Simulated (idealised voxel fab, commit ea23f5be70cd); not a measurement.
Module name: voxel released beams (process module)
Each square cell in cross-section cut measures 5 nm, and the section as a whole is 220 nm wide.
A cross-section in this document is a grid of square cells, and it is written down as bands, the top band listed before the ones below it; a band is made up of one or more rows of cells. Quick guide to a band line: top height, bottom height (nm) up front; then every material left to right with its width in nm. Only one material and it's marked "all across"? Then it fills the band edge to edge. And "air" just means empty space. Heights are expressed relative to 0, this being the level below which the as-received wafer comprises one material exclusively. The lowest band is unbounded in the downward direction and is denoted as in "0 nm and below". Graded width ("30->40"): value in top row of band = first number; value in bottom row = second number; row-to-row change constant. "no alterations made", as given for a step, is the statement that not any cell of the cross-section underwent a change during that step. The entry "Internal closed voids" lists the empty spaces that cover at least 8 cells and have no open path to the top. Each is written as width x height at distance, where the distance is measured from the left edge and all three values are in nm. That trailing text on a step's line, after the settings, is the simulator's own remark on the step. The line of a step may include "overlay nm". On a step with a mask, this value is how far to the right of its planned place the mask lay. A negative value means the mask lay to the left.

-- The steps planned for the process are as follows
| 1 | RECEIVE with material Si |
| 2 | CONFORMAL_DEP with material SiN, thk nm 5 |
| 3 | DIRECTIONAL_DEP with material SiO2, thk nm 15 |
| 4 | PATTERN with tone open, mask id ANCHOR, material resist, width nm 35, thk nm 20, overlay nm 0 |
| 5 | DIRECTIONAL_ETCH with etch materials SiO2, depth nm 15 |
| 6 | STRIP with etch materials resist |
| 7 | CONFORMAL_DEP with material TiN, thk nm 10 |
| 8 | MASKED_ETCH with tone cover, mask id BEAM, width nm 105, etch materials TiN, depth nm 10, overlay nm -15 |
| 9 | STRIP with etch materials SiO2 |
The plan shows the overlay nm of step 8 as the first wafer had it; this setting differs between the wafers, which start out alike.

-- This is how the first of several wafers looked in cross-section when it arrived, which is after step 1
    0 nm and below | Si all across
    Internal closed voids: none

-- What follows is a table in which each wafer occupies a row; for the wafer as it stands at the close of the module, the row states, material by material, how many cells have been gained (+) or lost (-) since receipt, and then gives its closed voids
overlay nm -15; +44 SiN; +54 TiN; Internal closed voids: none
overlay nm -10; +44 SiN; +54 TiN; Internal closed voids: none
overlay nm -5; +44 SiN; +54 TiN; Internal closed voids: none
overlay nm 0; +44 SiN; +54 TiN; Internal closed voids: none
overlay nm 5; +44 SiN; +54 TiN; Internal closed voids: none
overlay nm 10; +44 SiN; +54 TiN; Internal closed voids: none
overlay nm 15; +44 SiN; +54 TiN; Internal closed voids: none
